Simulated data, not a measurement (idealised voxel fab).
This section sets out a process module, namely voxel ribs on slabs.
Section cut is 175 nm wide and gridded with 5 nm square cells.
How to read a cross-section here: the picture is a grid of square cells, written as bands going from the top down, and any band can span one or more rows of cells. Basically the band line says how high the top is and how high the bottom is, in nm, and then what's in it from left to right, every material with its width in nm. Empty space shows up as "air", and if a single material carries "everywhere" it runs the full band edge to edge. Heights from 0 (as-received wafer is one material below). Bottom band endless downward, as "0 nm and below". A two-number width, for instance "30..40", indicates that the width is equal to the first number in the top row of the band and to the second number in the bottom row, and that it changes by a constant amount per row of cells. Take "nothing was modified" at face value: in the step it is given for, the cross-section changed in none of its cells. "Closed void register" lists enclosed empty spaces (at least 8 cells, no open path upward to the top), each as width x height at distance from the left edge, in nm. On each step's line, the part that comes after the settings is the simulator's own comment on the step. Steps that use a mask can have "overlay nm" on their line. It says how far the mask sat to the right of where it was meant to be. Negative means to the left.

# The following list gives the planned process steps
1. RECEIVE (material Si)
2. DIRECTIONAL_DEP (material SiO2; thk nm 25)
3. DIRECTIONAL_DEP (material polySi; thk nm 15)
4. DIRECTIONAL_DEP (material aC; thk nm 10)
5. PATTERN (tone cover; mask id RIB; material resist; width nm 20; thk nm 25; overlay nm 0)
6. DIRECTIONAL_ETCH (etch materials aC; depth nm 10)
7. STRIP (etch materials resist)
8. DIRECTIONAL_ETCH (etch materials polySi; depth nm 10)
9. STRIP (etch materials aC)
10. PATTERN (tone cover; mask id SLAB; material resist; width nm 70; thk nm 15; overlay nm 0)
11. DIRECTIONAL_ETCH (etch materials polySi; depth nm 5)
12. STRIP (etch materials resist)
13. FILL_DEP (material SiO2; thk nm 25)
14. CMP (height nm 60)
15. DIRECTIONAL_DEP (material TiN; thk nm 10)
16. DIRECTIONAL_DEP (material aC; thk nm 15)
17. PATTERN (tone cover; mask id HEATER; material resist; width nm 30; thk nm 35; overlay nm 0)
18. DIRECTIONAL_ETCH (etch materials aC; depth nm 15)
19. STRIP (etch materials resist)
20. DIRECTIONAL_ETCH (etch materials TiN; depth nm 10)
21. STRIP (etch materials aC)
22. CONFORMAL_DEP (material SiO2; thk nm 5)

# What follows covers the first of two wafers; it ran as planned

# Cross-section of the incoming wafer, state after step 1
* 0 nm and below | Si everywhere
* Closed void register: none

# Once step 2 is through, the wafer looks like this in cross-section
* 25 nm to 0 nm | SiO2 everywhere
* below 0: unchanged

# Once step 3 is through, the wafer looks like this in cross-section
* 40 nm to 25 nm | polySi everywhere
* below 25: unchanged

# Once step 4 is through, the wafer looks like this in cross-section
* 50 nm to 40 nm | aC everywhere
* below 40: unchanged

# Once step 5 is through, the wafer looks like this in cross-section
* 75 nm to 50 nm | air 75 nm, resist 20 nm, air 80 nm
* below 50: unchanged

# Once step 6 is through, the wafer looks like this in cross-section
* 65 nm to 50 nm | air 75 nm, resist 20 nm, air 80 nm
* 50 nm to 40 nm | air 75 nm, aC 20 nm, air 80 nm
* below 40: unchanged

# Once step 7 is through, the wafer looks like this in cross-section
* 50 nm to 40 nm | air 75 nm, aC 20 nm, air 80 nm
* below 40: unchanged

# Once step 8 is through, the wafer looks like this in cross-section
* 50 nm to 40 nm | air 75 nm, aC 20 nm, air 80 nm
* 40 nm to 30 nm | air 75 nm, polySi 20 nm, air 80 nm
* below 30: unchanged

# Once step 9 is through, the wafer looks like this in cross-section
* 40 nm to 30 nm | air 75 nm, polySi 20 nm, air 80 nm
* below 30: unchanged

# Once step 10 is through, the wafer looks like this in cross-section
* 55 nm to 40 nm | air 50 nm, resist 70 nm, air 55 nm
* 40 nm to 30 nm | air 50 nm, resist 25 nm, polySi 20 nm, resist 25 nm, air 55 nm
* below 30: unchanged

# Once step 11 is through, the wafer looks like this in cross-section
* 55 nm to 40 nm | air 50 nm, resist 70 nm, air 55 nm
* 40 nm to 30 nm | air 50 nm, resist 25 nm, polySi 20 nm, resist 25 nm, air 55 nm
* 30 nm to 25 nm | air 50 nm, polySi 70 nm, air 55 nm
* below 25: unchanged

# Once step 12 is through, the wafer looks like this in cross-section
* 40 nm to 30 nm | air 75 nm, polySi 20 nm, air 80 nm
* below 30: unchanged

# Once step 13 is through, the wafer looks like this in cross-section
* 65 nm to 40 nm | SiO2 everywhere
* 40 nm to 30 nm | SiO2 75 nm, polySi 20 nm, SiO2 80 nm
* 30 nm to 25 nm | SiO2 50 nm, polySi 70 nm, SiO2 55 nm
* below 25: unchanged

# Once step 14 is through, the wafer looks like this in cross-section
* 60 nm to 40 nm | SiO2 everywhere
* below 40: unchanged

# Once step 15 is through, the wafer looks like this in cross-section
* 70 nm to 60 nm | TiN everywhere
* below 60: unchanged

# Once step 16 is through, the wafer looks like this in cross-section
* 85 nm to 70 nm | aC everywhere
* below 70: unchanged

# Once step 17 is through, the wafer looks like this in cross-section
* 120 nm to 85 nm | air 70 nm, resist 30 nm, air 75 nm
* below 85: unchanged

# Once step 18 is through, the wafer looks like this in cross-section
* 105 nm to 85 nm | air 70 nm, resist 30 nm, air 75 nm
* 85 nm to 70 nm | air 70 nm, aC 30 nm, air 75 nm
* below 70: unchanged

# Once step 19 is through, the wafer looks like this in cross-section
* 85 nm to 70 nm | air 70 nm, aC 30 nm, air 75 nm
* below 70: unchanged

# Once step 20 is through, the wafer looks like this in cross-section
* 85 nm to 70 nm | air 70 nm, aC 30 nm, air 75 nm
* 70 nm to 60 nm | air 70 nm, TiN 30 nm, air 75 nm
* below 60: unchanged

# Once step 21 is through, the wafer looks like this in cross-section
* 70 nm to 60 nm | air 70 nm, TiN 30 nm, air 75 nm
* below 60: unchanged

# Once step 22 is through, the wafer looks like this in cross-section
* 75 nm to 70 nm | air 65 nm, SiO2 40 nm, air 70 nm
* 70 nm to 65 nm | air 65 nm, SiO2 5 nm, TiN 30 nm, SiO2 5 nm, air 70 nm
* 65 nm to 60 nm | SiO2 70 nm, TiN 30 nm, SiO2 75 nm
* below 60: unchanged

# Second Wafer (Identical Start and Plan, One Processing Error; Matches First Wafer Through Step 1)

# Cross-sectional representation of the second wafer at the time designated in the plan for the completion of step 2
* 50 nm to 0 nm | SiO2 everywhere
* below 0: unchanged

# Cross-sectional representation of the second wafer at the time designated in the plan for the completion of step 3
* 65 nm to 50 nm | polySi everywhere
* below 50: unchanged

# Cross-sectional representation of the second wafer at the time designated in the plan for the completion of step 4
* 75 nm to 65 nm | aC everywhere
* below 65: unchanged

# Cross-sectional representation of the second wafer at the time designated in the plan for the completion of step 5
* 100 nm to 75 nm | air 75 nm, resist 20 nm, air 80 nm
* below 75: unchanged

# Cross-sectional representation of the second wafer at the time designated in the plan for the completion of step 6
* 90 nm to 75 nm | air 75 nm, resist 20 nm, air 80 nm
* 75 nm to 65 nm | air 75 nm, aC 20 nm, air 80 nm
* below 65: unchanged

# Cross-sectional representation of the second wafer at the time designated in the plan for the completion of step 7
* 75 nm to 65 nm | air 75 nm, aC 20 nm, air 80 nm
* below 65: unchanged

# Cross-sectional representation of the second wafer at the time designated in the plan for the completion of step 8
* 75 nm to 65 nm | air 75 nm, aC 20 nm, air 80 nm
* 65 nm to 55 nm | air 75 nm, polySi 20 nm, air 80 nm
* below 55: unchanged

# Cross-sectional representation of the second wafer at the time designated in the plan for the completion of step 9
* 65 nm to 55 nm | air 75 nm, polySi 20 nm, air 80 nm
* below 55: unchanged

# Cross-sectional representation of the second wafer at the time designated in the plan for the completion of step 10
* 80 nm to 65 nm | air 50 nm, resist 70 nm, air 55 nm
* 65 nm to 55 nm | air 50 nm, resist 25 nm, polySi 20 nm, resist 25 nm, air 55 nm
* below 55: unchanged

# Cross-sectional representation of the second wafer at the time designated in the plan for the completion of step 11
* 80 nm to 65 nm | air 50 nm, resist 70 nm, air 55 nm
* 65 nm to 55 nm | air 50 nm, resist 25 nm, polySi 20 nm, resist 25 nm, air 55 nm
* 55 nm to 50 nm | air 50 nm, polySi 70 nm, air 55 nm
* below 50: unchanged

# Cross-sectional representation of the second wafer at the time designated in the plan for the completion of step 12
* 65 nm to 55 nm | air 75 nm, polySi 20 nm, air 80 nm
* below 55: unchanged

# Cross-sectional representation of the second wafer at the time designated in the plan for the completion of step 13
* 90 nm to 65 nm | SiO2 everywhere
* 65 nm to 55 nm | SiO2 75 nm, polySi 20 nm, SiO2 80 nm
* 55 nm to 50 nm | SiO2 50 nm, polySi 70 nm, SiO2 55 nm
* below 50: unchanged

# Cross-sectional representation of the second wafer at the time designated in the plan for the completion of step 14
* 60 nm to 50 nm | SiO2 75..50 nm, polySi 20..70 nm, SiO2 80..55 nm
* below 50: unchanged

# Cross-sectional representation of the second wafer at the time designated in the plan for the completion of step 15
* 70 nm to 60 nm | TiN everywhere
* below 60: unchanged

# Cross-sectional representation of the second wafer at the time designated in the plan for the completion of step 16
* 85 nm to 70 nm | aC everywhere
* below 70: unchanged

# Cross-sectional representation of the second wafer at the time designated in the plan for the completion of step 17
* 120 nm to 85 nm | air 70 nm, resist 30 nm, air 75 nm
* below 85: unchanged

# Cross-sectional representation of the second wafer at the time designated in the plan for the completion of step 18
* 105 nm to 85 nm | air 70 nm, resist 30 nm, air 75 nm
* 85 nm to 70 nm | air 70 nm, aC 30 nm, air 75 nm
* below 70: unchanged

# Cross-sectional representation of the second wafer at the time designated in the plan for the completion of step 19
* 85 nm to 70 nm | air 70 nm, aC 30 nm, air 75 nm
* below 70: unchanged

# Cross-sectional representation of the second wafer at the time designated in the plan for the completion of step 20
* 85 nm to 70 nm | air 70 nm, aC 30 nm, air 75 nm
* 70 nm to 60 nm | air 70 nm, TiN 30 nm, air 75 nm
* below 60: unchanged

# Cross-sectional representation of the second wafer at the time designated in the plan for the completion of step 21
* 70 nm to 60 nm | air 70 nm, TiN 30 nm, air 75 nm
* below 60: unchanged

# Cross-sectional representation of the second wafer at the time designated in the plan for the completion of step 22
* 75 nm to 70 nm | air 65 nm, SiO2 40 nm, air 70 nm
* 70 nm to 65 nm | air 65 nm, SiO2 5 nm, TiN 30 nm, SiO2 5 nm, air 70 nm
* 65 nm to 60 nm | SiO2 70 nm, TiN 30 nm, SiO2 75 nm
* below 60: unchanged
What was done differently from what was planned? step 2 in the plan was executed twice
It is noted that, at the conclusion of processing, the second wafer exhibits a higher or lower cell count for certain materials relative to the first: SiO2: 4 more | polySi: 4 fewer
